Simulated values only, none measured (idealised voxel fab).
Name of the process module below: voxel transistor to metal
For reference, the cross-section in this document is cut, with width 150 nm and square cells of 5 nm.
Square cells in a grid make up a cross-section in this document, and the grid is given as bands, listed from the top down, each one or more rows of cells.
Top height, bottom height, nm. Materials left to right, width each, nm. Single material + "full width" = fills band edge to edge. "blank" = empty.
It should be noted that heights are counted from 0, beneath which the wafer as supplied is of one material throughout, and that the lowest band possesses no lower boundary but continues downward, as written in "0 down".
Think of "30..40" as a width that walks from the first number to the second as you go down the band, top row to bottom row, taking equal-sized steps from row to row.
A step reported as "stayed the same" is a step in which no cell of the cross-section changed.
What "Sealed-off cavities" gives you is every empty space of 8 cells or more that is cut off from the top. Each appears as width x height at distance, with the distance taken from the left edge and width, height and distance all in nm.
Note: text after step settings on the step line = simulator remark on that step.
"overlay nm", when on a step's line for a step with a mask, measures how far to the right of its planned place the mask lay; a negative measure means to the left.
LIST OF PLANNED PROCESS STEPS
step 1: RECEIVE, material Si
step 2: OXIDIZE, depth nm 5
step 3: CONFORMAL_DEP, material SiN, thk nm 10
step 4: MASKED_ETCH, tone cover, mask id ACTIVE, width nm 115, etch materials SiN, depth nm 10, overlay nm 0
step 5: MASKED_ETCH, tone cover, mask id ACTIVE, width nm 105, etch materials SiO2, depth nm 5, overlay nm 0
step 6: MASKED_ETCH, tone cover, mask id ACTIVE, width nm 115, etch materials Si, depth nm 20, overlay nm 0
step 7: FILL_DEP, material SiO2, thk nm 15
step 8: CMP, height nm 10
step 9: SELECTIVE_ETCH, etch materials SiO2, depth nm 5
step 10: STRIP, etch materials SiN
step 11: SELECTIVE_ETCH, etch materials SiO2, depth nm 5
step 12: OXIDIZE, depth nm 5
step 13: DIRECTIONAL_DEP, material polySi, thk nm 30
step 14: DIRECTIONAL_DEP, material SiCN, thk nm 15
step 15: MASKED_ETCH, tone cover, mask id GATE, width nm 35, etch materials SiCN, depth nm 25, overlay nm 0
step 16: MASKED_ETCH, tone cover, mask id GATE, width nm 35, etch materials polySi, depth nm 40, overlay nm 0
step 17: CONFORMAL_DEP, material SiN, thk nm 5
step 18: DIRECTIONAL_ETCH, etch materials SiN, depth nm 5
step 19: DIRECTIONAL_ETCH, etch materials SiO2, depth nm 5
step 20: DIRECTIONAL_ETCH, etch materials Si, depth nm 5
step 21: EPI, material nSi, thk nm 5
step 22: FILL_DEP, material SiO2, thk nm 10
step 23: CMP, height nm 25
step 24: STRIP, etch materials polySi
step 25: SELECTIVE_ETCH, etch materials SiO2, depth nm 5
step 26: CONFORMAL_DEP, material HfO2, thk nm 5
step 27: CONFORMAL_DEP, material TiN, thk nm 5
step 28: FILL_DEP, material W, thk nm 5
step 29: CMP, height nm 20
step 30: DIRECTIONAL_DEP, material SiO2, thk nm 15
step 31: DIRECTIONAL_DEP, material aC, thk nm 15
step 32: PATTERN, tone open, mask id CONTACT, material resist, width nm 15, pitch nm 80, thk nm 30, overlay nm 0
step 33: DIRECTIONAL_ETCH, etch materials aC, depth nm 15
step 34: STRIP, etch materials resist
step 35: DIRECTIONAL_ETCH, etch materials SiO2, depth nm 45
step 36: STRIP, etch materials aC
step 37: CONFORMAL_DEP, material TiN, thk nm 5
step 38: FILL_DEP, material W, thk nm 10
step 39: CMP, height nm 35
step 40: DIRECTIONAL_DEP, material TiN, thk nm 5
step 41: DIRECTIONAL_DEP, material Ru, thk nm 25
step 42: PATTERN, tone cover, mask id METAL_1, material resist, width nm 15, pitch nm 80, thk nm 15, overlay nm 0
step 43: DIRECTIONAL_ETCH, etch materials Ru, depth nm 25
step 44: DIRECTIONAL_ETCH, etch materials TiN, depth nm 5
step 45: STRIP, etch materials resist
step 46: FILL_DEP, material lowk, thk nm 10
step 47: CMP, height nm 65
step 48: CONFORMAL_DEP, material SiN, thk nm 5
Where the wafers of this document differ is in the width nm of step 5; they start out the same, and the plan states the value that applied to the first wafer.
THIS IS HOW THE FIRST OF SEVERAL WAFERS LOOKED IN CROSS-SECTION WHEN IT ARRIVED, WHICH IS AFTER STEP 1
    0 down: Si full width
    Sealed-off cavities: none
PER WAFER, END OF MODULE: CELLS GAINED (+) OR LOST (-) PER MATERIAL SINCE RECEIPT, THEN CLOSED VOIDS
width nm 105; +19 HfO2; +30 Ru; -95 Si; +42 SiN; +179 SiO2; +57 TiN; +28 W; +144 lowk; +16 nSi; Sealed-off cavities: none
width nm 110; +19 HfO2; +30 Ru; -95 Si; +42 SiN; +179 SiO2; +57 TiN; +28 W; +144 lowk; +16 nSi; Sealed-off cavities: none
width nm 115; +19 HfO2; +30 Ru; -95 Si; +42 SiN; +179 SiO2; +57 TiN; +28 W; +144 lowk; +16 nSi; Sealed-off cavities: none
width nm 120; +19 HfO2; +30 Ru; -92 Si; +42 SiN; +175 SiO2; +57 TiN; +28 W; +144 lowk; +17 nSi; Sealed-off cavities: none
